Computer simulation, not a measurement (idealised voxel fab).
You're looking at the process module voxel quadruple lines.
For reference, the cross-section in this document is cut, with width 215 nm and square cells of 5 nm.
Each cross-section below is a grid of square cells, stated as bands in top-down order, with one or more rows of cells making up each band.
Basically the band line says how high the top is and how high the bottom is, in nm, and then what's in it from left to right, every material with its width in nm. Empty space shows up as "blank", and if a single material carries "edge to edge" it runs the full band edge to edge.
Ref level 0: as-received wafer is one material below here. Bottom band extends down with no lower bound ("0 -> down").
The notation "30..40" denotes a width that varies across the rows of cells in the band, beginning at the first number in the top row, finishing at the second number in the bottom row, and changing by an identical amount from each row to the next.
What does "nothing altered" mean for a step? It means no cell of the cross-section changed in that step.
In the "Fully closed voids" entry, you get each enclosed empty space of 8 cells or more, one with no open way to the top, written width x height at distance, distance from the left edge, in nm.
after a step's settings: what the simulator itself notes on the step
overlay nm: mask right of planned place by this much (step with mask). Neg. = left.

-- Below is the list of planned process steps
1) op RECEIVE | material Si
2) op CONFORMAL_DEP | material SiO2 | thk nm 5
3) op DIRECTIONAL_DEP | material TiN | thk nm 15
4) op DIRECTIONAL_DEP | material polySi | thk nm 15
5) op DIRECTIONAL_DEP | material aC | thk nm 25
6) op PATTERN | tone cover | mask id MANDREL | material resist | width nm 35 | thk nm 35 | overlay nm 0
7) op DIRECTIONAL_ETCH | etch materials aC | depth nm 25
8) op STRIP | etch materials resist
9) op CONFORMAL_DEP | material SiO2 | thk nm 15
10) op DIRECTIONAL_ETCH | etch materials SiO2 | depth nm 15
11) op STRIP | etch materials aC
12) op DIRECTIONAL_ETCH | etch materials polySi | depth nm 15
13) op STRIP | etch materials SiO2
14) op CONFORMAL_DEP | material SiCN | thk nm 10
15) op DIRECTIONAL_ETCH | etch materials SiCN | depth nm 10
16) op STRIP | etch materials polySi
17) op DIRECTIONAL_ETCH | etch materials TiN | depth nm 15
18) op STRIP | etch materials SiCN
19) op FILL_DEP | material lowk | thk nm 10
20) op CMP | height nm 20

-- The first of the two wafers, which ran as planned

-- This is the cross-section of the wafer as we received it, i.e. after step 1
    0 -> down  Si edge to edge
    Fully closed voids: none

-- Cross-sectional representation of the wafer at the conclusion of step 2
    5 -> 0  SiO2 edge to edge
    At heights below 0, the structure remains unaltered.

-- Cross-sectional representation of the wafer at the conclusion of step 3
    20 -> 5  TiN edge to edge
    At heights below 5, the structure remains unaltered.

-- Cross-sectional representation of the wafer at the conclusion of step 4
    35 -> 20  polySi edge to edge
    At heights below 20, the structure remains unaltered.

-- Cross-sectional representation of the wafer at the conclusion of step 5
    60 -> 35  aC edge to edge
    At heights below 35, the structure remains unaltered.

-- Cross-sectional representation of the wafer at the conclusion of step 6
    95 -> 60  blank: 90, resist: 35, blank: 90
    At heights below 60, the structure remains unaltered.

-- Cross-sectional representation of the wafer at the conclusion of step 7
    70 -> 60  blank: 90, resist: 35, blank: 90
    60 -> 35  blank: 90, aC: 35, blank: 90
    At heights below 35, the structure remains unaltered.

-- Cross-sectional representation of the wafer at the conclusion of step 8
    60 -> 35  blank: 90, aC: 35, blank: 90
    At heights below 35, the structure remains unaltered.

-- Cross-sectional representation of the wafer at the conclusion of step 9
    75 -> 60  blank: 75, SiO2: 65, blank: 75
    60 -> 50  blank: 75, SiO2: 15, aC: 35, SiO2: 15, blank: 75
    50 -> 35  SiO2: 90, aC: 35, SiO2: 90
    At heights below 35, the structure remains unaltered.

-- Cross-sectional representation of the wafer at the conclusion of step 10
    60 -> 35  blank: 75, SiO2: 15, aC: 35, SiO2: 15, blank: 75
    At heights below 35, the structure remains unaltered.

-- Cross-sectional representation of the wafer at the conclusion of step 11
    60 -> 35  blank: 75, SiO2: 15, blank: 35, SiO2: 15, blank: 75
    At heights below 35, the structure remains unaltered.

-- Cross-sectional representation of the wafer at the conclusion of step 12
    60 -> 35  blank: 75, SiO2: 15, blank: 35, SiO2: 15, blank: 75
    35 -> 20  blank: 75, polySi: 15, blank: 35, polySi: 15, blank: 75
    At heights below 20, the structure remains unaltered.

-- Cross-sectional representation of the wafer at the conclusion of step 13
    35 -> 20  blank: 75, polySi: 15, blank: 35, polySi: 15, blank: 75
    At heights below 20, the structure remains unaltered.

-- Cross-sectional representation of the wafer at the conclusion of step 14
    45 -> 35  blank: 65, SiCN: 35, blank: 15, SiCN: 35, blank: 65
    35 -> 30  blank: 65, SiCN: 10, polySi: 15, SiCN: 10, blank: 15, SiCN: 10, polySi: 15, SiCN: 10, blank: 65
    30 -> 20  SiCN: 75, polySi: 15, SiCN: 35, polySi: 15, SiCN: 75
    At heights below 20, the structure remains unaltered.

-- Cross-sectional representation of the wafer at the conclusion of step 15
    35 -> 20  blank: 65, SiCN: 10, polySi: 15, SiCN: 10, blank: 15, SiCN: 10, polySi: 15, SiCN: 10, blank: 65
    At heights below 20, the structure remains unaltered.

-- Cross-sectional representation of the wafer at the conclusion of step 16
    35 -> 20  blank: 65, SiCN: 10, blank: 15, SiCN: 10, blank: 15, SiCN: 10, blank: 15, SiCN: 10, blank: 65
    At heights below 20, the structure remains unaltered.

-- Cross-sectional representation of the wafer at the conclusion of step 17
    35 -> 20  blank: 65, SiCN: 10, blank: 15, SiCN: 10, blank: 15, SiCN: 10, blank: 15, SiCN: 10, blank: 65
    20 -> 5  blank: 65, TiN: 10, blank: 15, TiN: 10, blank: 15, TiN: 10, blank: 15, TiN: 10, blank: 65
    At heights below 5, the structure remains unaltered.

-- Cross-sectional representation of the wafer at the conclusion of step 18
    20 -> 5  blank: 65, TiN: 10, blank: 15, TiN: 10, blank: 15, TiN: 10, blank: 15, TiN: 10, blank: 65
    At heights below 5, the structure remains unaltered.

-- Cross-sectional representation of the wafer at the conclusion of step 19
    30 -> 20  lowk edge to edge
    20 -> 5  lowk: 65, TiN: 10, lowk: 15, TiN: 10, lowk: 15, TiN: 10, lowk: 15, TiN: 10, lowk: 65
    At heights below 5, the structure remains unaltered.

-- Cross-sectional representation of the wafer at the conclusion of step 20
    20 -> 5  lowk: 65, TiN: 10, lowk: 15, TiN: 10, lowk: 15, TiN: 10, lowk: 15, TiN: 10, lowk: 65
    At heights below 5, the structure remains unaltered.

-- Second of two: same start, same plan, one run error; steps up to and including 2 match the first

-- Second wafer: cross-section at the scheduled end of step 3
    15 -> 5  TiN edge to edge
    At heights below 5, the structure remains unaltered.

-- Second wafer: cross-section at the scheduled end of step 4
    30 -> 15  polySi edge to edge
    At heights below 15, the structure remains unaltered.

-- Second wafer: cross-section at the scheduled end of step 5
    55 -> 30  aC edge to edge
    At heights below 30, the structure remains unaltered.

-- Second wafer: cross-section at the scheduled end of step 6
    90 -> 55  blank: 90, resist: 35, blank: 90
    At heights below 55, the structure remains unaltered.

-- Second wafer: cross-section at the scheduled end of step 7
    65 -> 55  blank: 90, resist: 35, blank: 90
    55 -> 30  blank: 90, aC: 35, blank: 90
    At heights below 30, the structure remains unaltered.

-- Second wafer: cross-section at the scheduled end of step 8
    55 -> 30  blank: 90, aC: 35, blank: 90
    At heights below 30, the structure remains unaltered.

-- Second wafer: cross-section at the scheduled end of step 9
    70 -> 55  blank: 75, SiO2: 65, blank: 75
    55 -> 45  blank: 75, SiO2: 15, aC: 35, SiO2: 15, blank: 75
    45 -> 30  SiO2: 90, aC: 35, SiO2: 90
    At heights below 30, the structure remains unaltered.

-- Second wafer: cross-section at the scheduled end of step 10
    55 -> 30  blank: 75, SiO2: 15, aC: 35, SiO2: 15, blank: 75
    At heights below 30, the structure remains unaltered.

-- Second wafer: cross-section at the scheduled end of step 11
    55 -> 30  blank: 75, SiO2: 15, blank: 35, SiO2: 15, blank: 75
    At heights below 30, the structure remains unaltered.

-- Second wafer: cross-section at the scheduled end of step 12
    55 -> 30  blank: 75, SiO2: 15, blank: 35, SiO2: 15, blank: 75
    30 -> 15  blank: 75, polySi: 15, blank: 35, polySi: 15, blank: 75
    At heights below 15, the structure remains unaltered.

-- Second wafer: cross-section at the scheduled end of step 13
    30 -> 15  blank: 75, polySi: 15, blank: 35, polySi: 15, blank: 75
    At heights below 15, the structure remains unaltered.

-- Second wafer: cross-section at the scheduled end of step 14
    40 -> 30  blank: 65, SiCN: 35, blank: 15, SiCN: 35, blank: 65
    30 -> 25  blank: 65, SiCN: 10, polySi: 15, SiCN: 10, blank: 15, SiCN: 10, polySi: 15, SiCN: 10, blank: 65
    25 -> 15  SiCN: 75, polySi: 15, SiCN: 35, polySi: 15, SiCN: 75
    At heights below 15, the structure remains unaltered.

-- Second wafer: cross-section at the scheduled end of step 15
    30 -> 15  blank: 65, SiCN: 10, polySi: 15, SiCN: 10, blank: 15, SiCN: 10, polySi: 15, SiCN: 10, blank: 65
    At heights below 15, the structure remains unaltered.

-- Second wafer: cross-section at the scheduled end of step 16
    30 -> 15  blank: 65, SiCN: 10, blank: 15, SiCN: 10, blank: 15, SiCN: 10, blank: 15, SiCN: 10, blank: 65
    At heights below 15, the structure remains unaltered.

-- Second wafer: cross-section at the scheduled end of step 17
    30 -> 15  blank: 65, SiCN: 10, blank: 15, SiCN: 10, blank: 15, SiCN: 10, blank: 15, SiCN: 10, blank: 65
    15 -> 5  blank: 65, TiN: 10, blank: 15, TiN: 10, blank: 15, TiN: 10, blank: 15, TiN: 10, blank: 65
    At heights below 5, the structure remains unaltered.

-- Second wafer: cross-section at the scheduled end of step 18
    15 -> 5  blank: 65, TiN: 10, blank: 15, TiN: 10, blank: 15, TiN: 10, blank: 15, TiN: 10, blank: 65
    At heights below 5, the structure remains unaltered.

-- Second wafer: cross-section at the scheduled end of step 19
    25 -> 15  lowk edge to edge
    15 -> 5  lowk: 65, TiN: 10, lowk: 15, TiN: 10, lowk: 15, TiN: 10, lowk: 15, TiN: 10, lowk: 65
    At heights below 5, the structure remains unaltered.

-- Second wafer: cross-section at the scheduled end of step 20
    20 -> 15  lowk edge to edge
    At heights below 15, the structure remains unaltered.
Error vs. plan: heads up, step 3 didn't go per plan, it actually ran as op DIRECTIONAL_DEP | material TiN | thk nm 10
Final wafer comparison in cells, second versus first, more or fewer per material: 8 fewer of TiN; 8 more of lowk
